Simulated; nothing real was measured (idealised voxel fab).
The document below concerns the process module designated voxel fin reveal.
The figure presents cross-section cut, which has a width of 270 nm and is divided into square cells with an edge length of 5 nm.
How to read a cross-section here: the picture is a grid of square cells, written as bands going from the top down, and any band can span one or more rows of cells.
First you get the band's top height and its bottom height, in nm, and then the materials it's made of, left to right, with each width in nm. If you see a single material with "everywhere", that one covers the band edge to edge. "empty" is empty space.
Zero point of the height axis is 0; under it, received wafer = one material. Lowest band: continues down indefinitely, "from 0 down".
Per-row width for "30->40": begins at first number (top row of band), ends at second number (bottom row), increment between rows held constant.
Key: "nothing changed" - step with no changed cell in the cross-section.
In "Unvented voids" the enclosed voids are listed, meaning empty spaces of 8 cells or larger without any opening to the top. The form is width x height at distance, distance from the left edge, units nm.
Note: text after step settings on the step line = simulator remark on that step.
The setting "overlay nm" may be written on the line of a step. When the step uses a mask, the value reports how far to the right of the planned place the mask lay, and a negative value reports that it lay to the left.

The following list gives the planned process steps
| 1 | RECEIVE | material Si |
| 2 | CONFORMAL_DEP | material SiN | thk nm 5 |
| 3 | MASKED_ETCH | tone cover | mask id FINS | width nm 15 | pitch nm 40 | etch materials SiN | depth nm 5 | overlay nm 0 |
| 4 | MASKED_ETCH | tone cover | mask id FINS | width nm 15 | pitch nm 40 | etch materials Si | depth nm 40 | overlay nm 0 |
| 5 | OXIDIZE | depth nm 5 |
| 6 | FILL_DEP | material SiO2 | thk nm 10 |
| 7 | CMP | height nm 5 |
| 8 | SELECTIVE_ETCH | etch materials SiO2 | depth nm 20 |
| 9 | STRIP | etch materials SiN |
| 10 | CONFORMAL_DEP | material HfO2 | thk nm 5 |

First of two wafers: run as planned

Shown in cross-section is the wafer as received, that is, as it stands after step 1
	from 0 down = Si everywhere
	Unvented voids: none

So this is the wafer cross-section right after step 2
	from 5 to 0 = SiN everywhere
	Below 0, the layers are the same as they were.

So this is the wafer cross-section right after step 3
	from 5 to 0 = 85 empty  15 SiN  25 empty  15 SiN  25 empty  15 SiN  90 empty
	Below 0, the layers are the same as they were.

So this is the wafer cross-section right after step 4
	from 5 to 0 = 85 empty  15 SiN  25 empty  15 SiN  25 empty  15 SiN  90 empty
	from 0 to -40 = 85 empty  15 Si  25 empty  15 Si  25 empty  15 Si  90 empty
	Below -40, the layers are the same as they were.

So this is the wafer cross-section right after step 5
	from 5 to 0 = 85 empty  15 SiN  25 empty  15 SiN  25 empty  15 SiN  90 empty
	from 0 to -40 = 85 empty  5 SiO2  5 Si  5 SiO2  25 empty  5 SiO2  5 Si  5 SiO2  25 empty  5 SiO2  5 Si  5 SiO2  90 empty
	from -40 to -45 = 90 SiO2  5 Si  35 SiO2  5 Si  35 SiO2  5 Si  95 SiO2
	Below -45, the layers are the same as they were.

So this is the wafer cross-section right after step 6
	from 15 to 5 = SiO2 everywhere
	from 5 to 0 = 85 SiO2  15 SiN  25 SiO2  15 SiN  25 SiO2  15 SiN  90 SiO2
	from 0 to -45 = 90 SiO2  5 Si  35 SiO2  5 Si  35 SiO2  5 Si  95 SiO2
	Below -45, the layers are the same as they were.

So this is the wafer cross-section right after step 7
	from 5 to 0 = 85 SiO2  15 SiN  25 SiO2  15 SiN  25 SiO2  15 SiN  90 SiO2
	Below 0, the layers are the same as they were.

So this is the wafer cross-section right after step 8
	from 5 to 0 = 85 empty  15 SiN  25 empty  15 SiN  25 empty  15 SiN  90 empty
	from 0 to -15 = 90 empty  5 Si  35 empty  5 Si  35 empty  5 Si  95 empty
	Below -15, the layers are the same as they were.

So this is the wafer cross-section right after step 9
	from 0 to -15 = 90 empty  5 Si  35 empty  5 Si  35 empty  5 Si  95 empty
	Below -15, the layers are the same as they were.

So this is the wafer cross-section right after step 10
	from 5 to 0 = 85 empty  15 HfO2  25 empty  15 HfO2  25 empty  15 HfO2  90 empty
	from 0 to -10 = 85 empty  5 HfO2  5 Si  5 HfO2  25 empty  5 HfO2  5 Si  5 HfO2  25 empty  5 HfO2  5 Si  5 HfO2  90 empty
	from -10 to -15 = 90 HfO2  5 Si  35 HfO2  5 Si  35 HfO2  5 Si  95 HfO2
	Below -15, the layers are the same as they were.

Notes, second wafer: start = first wafer's, plan = first wafer's, execution had one mistake; history identical to first through step 3

Cross-section of the second wafer corresponding to the planned conclusion of step 4
	from 5 to 0 = 85 empty  15 SiN  25 empty  15 SiN  25 empty  15 SiN  90 empty
	from 0 to -40 = 80 empty  20 Si  20 empty  20 Si  20 empty  20 Si  90 empty
	Below -40, the layers are the same as they were.

Cross-section of the second wafer corresponding to the planned conclusion of step 5
	from 5 to 0 = 85 empty  15 SiN  25 empty  15 SiN  25 empty  15 SiN  90 empty
	from 0 to -5 = 80 empty  10 SiO2  5 Si  5 SiO2  20 empty  10 SiO2  5 Si  5 SiO2  20 empty  10 SiO2  5 Si  5 SiO2  90 empty
	from -5 to -40 = 80 empty  5 SiO2  10 Si  5 SiO2  20 empty  5 SiO2  10 Si  5 SiO2  20 empty  5 SiO2  10 Si  5 SiO2  90 empty
	from -40 to -45 = 85 SiO2  10 Si  30 SiO2  10 Si  30 SiO2  10 Si  95 SiO2
	Below -45, the layers are the same as they were.

Cross-section of the second wafer corresponding to the planned conclusion of step 6
	from 15 to 5 = SiO2 everywhere
	from 5 to 0 = 85 SiO2  15 SiN  25 SiO2  15 SiN  25 SiO2  15 SiN  90 SiO2
	from 0 to -5 = 90 SiO2  5 Si  35 SiO2  5 Si  35 SiO2  5 Si  95 SiO2
	from -5 to -45 = 85 SiO2  10 Si  30 SiO2  10 Si  30 SiO2  10 Si  95 SiO2
	Below -45, the layers are the same as they were.

Cross-section of the second wafer corresponding to the planned conclusion of step 7
	from 5 to 0 = 85 SiO2  15 SiN  25 SiO2  15 SiN  25 SiO2  15 SiN  90 SiO2
	Below 0, the layers are the same as they were.

Cross-section of the second wafer corresponding to the planned conclusion of step 8
	from 5 to 0 = 85 empty  15 SiN  25 empty  15 SiN  25 empty  15 SiN  90 empty
	from 0 to -5 = 90 empty  5 Si  35 empty  5 Si  35 empty  5 Si  95 empty
	from -5 to -15 = 85 empty  10 Si  30 empty  10 Si  30 empty  10 Si  95 empty
	Below -15, the layers are the same as they were.

Cross-section of the second wafer corresponding to the planned conclusion of step 9
	from 0 to -5 = 90 empty  5 Si  35 empty  5 Si  35 empty  5 Si  95 empty
	Below -5, the layers are the same as they were.

Cross-section of the second wafer corresponding to the planned conclusion of step 10
	from 5 to 0 = 85 empty  15 HfO2  25 empty  15 HfO2  25 empty  15 HfO2  90 empty
	from 0 to -10 = 80 empty  10->5 HfO2  5->10 Si  5 HfO2  20 empty  10->5 HfO2  5->10 Si  5 HfO2  20 empty  10->5 HfO2  5->10 Si  5 HfO2  90 empty
	from -10 to -15 = 85 HfO2  10 Si  30 HfO2  10 Si  30 HfO2  10 Si  95 HfO2
	Below -15, the layers are the same as they were.
Short version of what went wrong: step 4 ran differently from the plan; actual operation with settings: MASKED_ETCH | tone cover | mask id FINS | width nm 15 | pitch nm 40 | etch materials Si | depth nm 40 | overlay nm -5
The second wafer ends with more or fewer cells of some materials than the first, per final count: Si: 24 more; SiO2: 18 fewer
